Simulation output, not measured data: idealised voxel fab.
The document below concerns the process module designated voxel transistor to metal.
Each square cell in cross-section cut measures 5 nm, and the section as a whole is 165 nm wide.
The cross-sections in this document take the form of a grid made of square cells. They are written out as bands, in order from top to bottom. Each band consists of one or more rows of cells. First you get the band's top height and its bottom height, in nm, and then the materials it's made of, left to right, with each width in nm. If you see a single material with "edge to edge", that one covers the band edge to edge. "air" is empty space. A quick word on heights: they are counted from 0, and under that level the wafer as it came to us is one material throughout. The lowest band is different from the rest in having no bottom; it simply continues downward, written as in "0 down". It should be noted that a width expressed as "30 to 40" varies in equal increments from row to row of cells within the band, taking the value of the first number at the top row and that of the second number at the bottom row. For the purposes of this document, the phrase "no alterations made" attached to a step denotes that no cell within the cross-section was modified by that step. Listed in "Enclosed internal cavities": every empty space of 8 or more cells without an open way to the top. Form: width x height at distance, the distance being from the left edge, all in nm. Whatever follows a step's settings on its line is a remark the simulator itself makes about that step. Steps that use a mask can have "overlay nm" on their line. It says how far the mask sat to the right of where it was meant to be. Negative means to the left.
Planned process steps:
| 1 | RECEIVE | material Si |
| 2 | CONFORMAL_DEP | material SiO2 | thk nm 5 |
| 3 | CONFORMAL_DEP | material SiN | thk nm 10 |
| 4 | PATTERN | tone cover | mask id ACTIVE | material resist | width nm 105 | thk nm 20 | overlay nm 0 |
| 5 | DIRECTIONAL_ETCH | etch materials SiN | depth nm 10 |
| 6 | DIRECTIONAL_ETCH | etch materials SiO2 | depth nm 5 |
| 7 | DIRECTIONAL_ETCH | etch materials Si | depth nm 25 |
| 8 | STRIP | etch materials resist |
| 9 | FILL_DEP | material SiO2 | thk nm 10 |
| 10 | CMP | height nm 15 |
| 11 | SELECTIVE_ETCH | etch materials SiO2 | depth nm 10 |
| 12 | STRIP | etch materials SiN |
| 13 | SELECTIVE_ETCH | etch materials SiO2 | depth nm 5 |
| 14 | OXIDIZE | depth nm 5 |
| 15 | DIRECTIONAL_DEP | material polySi | thk nm 30 |
| 16 | DIRECTIONAL_DEP | material SiCN | thk nm 15 |
| 17 | PATTERN | tone cover | mask id GATE | material resist | width nm 25 | thk nm 20 | overlay nm 0 |
| 18 | DIRECTIONAL_ETCH | etch materials SiCN | depth nm 25 |
| 19 | DIRECTIONAL_ETCH | etch materials polySi | depth nm 40 |
| 20 | STRIP | etch materials resist |
| 21 | CONFORMAL_DEP | material SiN | thk nm 10 |
| 22 | DIRECTIONAL_ETCH | etch materials SiN | depth nm 5 |
| 23 | DIRECTIONAL_ETCH | etch materials SiO2 | depth nm 5 |
| 24 | DIRECTIONAL_ETCH | etch materials Si | depth nm 15 |
| 25 | EPI | material SiGe | thk nm 15 |
| 26 | FILL_DEP | material SiO2 | thk nm 10 |
| 27 | CMP | height nm 45 |
| 28 | DIRECTIONAL_DEP | material SiO2 | thk nm 15 |
| 29 | PATTERN | tone open | mask id CONTACT | material resist | width nm 25 | pitch nm 60 | thk nm 20 | overlay nm 0 |
| 30 | DIRECTIONAL_ETCH | etch materials SiO2 | depth nm 65 |
| 31 | STRIP | etch materials resist |
| 32 | CONFORMAL_DEP | material TiN | thk nm 5 |
| 33 | FILL_DEP | material W | thk nm 5 |
| 34 | CMP | height nm 60 |
| 35 | CONFORMAL_DEP | material SiCN | thk nm 5 |
| 36 | DIRECTIONAL_DEP | material SiO2 | thk nm 20 |
| 37 | MASKED_ETCH | tone open | mask id METAL_1 | width nm 15 | pitch nm 70 | etch materials SiO2 | depth nm 20 | overlay nm 0 |
| 38 | MASKED_ETCH | tone open | mask id METAL_1 | width nm 15 | pitch nm 70 | etch materials SiCN | depth nm 5 | overlay nm 0 |
| 39 | CONFORMAL_DEP | material TiN | thk nm 5 |
| 40 | FILL_DEP | material Cu | thk nm 5 |
| 41 | CMP | height nm 85 |
| 42 | CONFORMAL_DEP | material SiN | thk nm 5 |
The wafers are alike at the start. At step 22, their depth nm differs. The plan lists the first wafer's value.
First of several wafers, received after step 1, in cross-section:
0 down | Si edge to edge
Enclosed internal cavities: none
Table: wafers, a row each; end-of-module cell change per material since receipt, gain (+), loss (-); then closed voids:
depth nm 5, +8 Cu, -81 Si, +42 SiCN, +93 SiN, +386 SiO2, +72 TiN, +44 W, +30 polySi, Enclosed internal cavities: none
depth nm 10, +8 Cu, -117 Si, +42 SiCN, +54 SiGe, +69 SiN, +394 SiO2, +74 TiN, +40 W, +30 polySi, Enclosed internal cavities: none
depth nm 15, +8 Cu, -117 Si, +42 SiCN, +54 SiGe, +65 SiN, +396 SiO2, +74 TiN, +42 W, +30 polySi, Enclosed internal cavities: none
depth nm 20, +8 Cu, -117 Si, +42 SiCN, +54 SiGe, +61 SiN, +398 SiO2, +74 TiN, +44 W, +30 polySi, Enclosed internal cavities: none
depth nm 25, +8 Cu, -117 Si, +42 SiCN, +54 SiGe, +57 SiN, +400 SiO2, +74 TiN, +46 W, +30 polySi, Enclosed internal cavities: none
